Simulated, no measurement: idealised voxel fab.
Process module heading - voxel capacitor over wiring
This is section cut - it's 175 nm across, gridded in 5 nm square cells.
If you're reading a cross-section in this doc, picture square cells in a grid; it comes to you as bands, top ones listed first down to the bottom, and a band can be one or more rows of cells. Band: top and bottom heights (nm) first, top before bottom; then materials from left to right, widths in nm. "everywhere" marks a sole material filling the band edge to edge. "blank" denotes empty space. Heights are measured from 0, the level below which the as-received wafer is all one material; the lowest band has no bottom and continues downward, written as in "z 0 and below". So if you see something like "30..40" for the width, read it as the top row of the band sitting at the first number and the bottom row at the second, with every row in between moving by the same amount as the last. You'll sometimes find "nothing was modified" written for a step, and that's the way of saying that nowhere in the cross-section did a cell change during that step. If an empty space has no open way to the top and is at least 8 cells in size, "closed voids" lists it, written width x height at distance, where distance is measured from the left edge and every value is in nm. If you see something after the settings on a step's line, that's the simulator's own remark about that step. Each step line may optionally specify "overlay nm", which for a step with a mask gives the rightward distance between the mask's planned place and where it lay, a negative value indicating the leftward direction.
The following list gives the planned process steps
1) RECEIVE, material Si
2) CONFORMAL_DEP, material SiO2, thk nm 15
3) DIRECTIONAL_DEP, material TiN, thk nm 5
4) DIRECTIONAL_DEP, material Ru, thk nm 20
5) PATTERN, tone cover, mask id METAL_1, material resist, width nm 20, pitch nm 70, thk nm 15, overlay nm 0
6) DIRECTIONAL_ETCH, etch materials Ru, depth nm 20
7) DIRECTIONAL_ETCH, etch materials TiN, depth nm 5
8) STRIP, etch materials resist
9) FILL_DEP, material lowk, thk nm 10
10) CMP, height nm 40
11) CONFORMAL_DEP, material SiCN, thk nm 5
12) DIRECTIONAL_DEP, material SiO2, thk nm 20
13) PATTERN, tone open, mask id PLUG_1, material resist, width nm 15, thk nm 20, overlay nm 0
14) DIRECTIONAL_ETCH, etch materials SiO2, depth nm 20
15) DIRECTIONAL_ETCH, etch materials SiCN, depth nm 5
16) STRIP, etch materials resist
17) CONFORMAL_DEP, material TiN, thk nm 5
18) FILL_DEP, material Ru, thk nm 10
19) CMP, height nm 65
20) DIRECTIONAL_DEP, material TiN, thk nm 5
21) DIRECTIONAL_DEP, material SiN, thk nm 5
22) DIRECTIONAL_DEP, material TiN, thk nm 5
23) PATTERN, tone cover, mask id UPPER_PLATE, material resist, width nm 55, thk nm 20, overlay nm 0
24) DIRECTIONAL_ETCH, etch materials TiN, depth nm 5
25) DIRECTIONAL_ETCH, etch materials SiN, depth nm 5
26) STRIP, etch materials resist
27) MASKED_ETCH, tone cover, mask id LOWER_PLATE, width nm 65, etch materials TiN, depth nm 5, overlay nm 0
28) FILL_DEP, material SiO2, thk nm 15
29) CMP, height nm 90
30) DIRECTIONAL_DEP, material aC, thk nm 10
31) PATTERN, tone open, mask id PLUG_2, material resist, width nm 15, thk nm 25, overlay nm 0
32) DIRECTIONAL_ETCH, etch materials aC, depth nm 10
33) STRIP, etch materials resist
34) DIRECTIONAL_ETCH, etch materials SiO2, depth nm 10
35) STRIP, etch materials aC
36) CONFORMAL_DEP, material TiN, thk nm 5
37) FILL_DEP, material W, thk nm 5
38) CMP, height nm 90
39) CONFORMAL_DEP, material SiCN, thk nm 5
So this is the incoming wafer in cross-section - it's already been through step 1
	z 0 and below  Si everywhere
	closed voids: none
Starting structure and process plan are as shown above, but one mistake was made in running the module; the wafer cross-section at the end of the module follows
	z 95 to 90  SiCN everywhere
	z 90 to 85  SiO2 55; TiN 5; W 5; TiN 5; SiO2 105
	z 85 to 75  SiO2 55..45; TiN 15..55; SiO2 105..75
	z 75 to 70  SiO2 45; SiN 55; SiO2 75
	z 70 to 65  SiO2 40; TiN 65; SiO2 70
	z 65 to 60  SiCN 45; TiN 15; SiCN 115
	z 60 to 40  SiO2 everywhere
	z 40 to 20  lowk 40; Ru 20; lowk 50; Ru 20; lowk 45
	z 20 to 15  lowk 40; TiN 20; lowk 50; TiN 20; lowk 45
	z 15 to 0  SiO2 everywhere
	z 0 and below  Si everywhere
	closed voids: none
Run error: mixed up steps 11 and 12 - ran each in the other's place
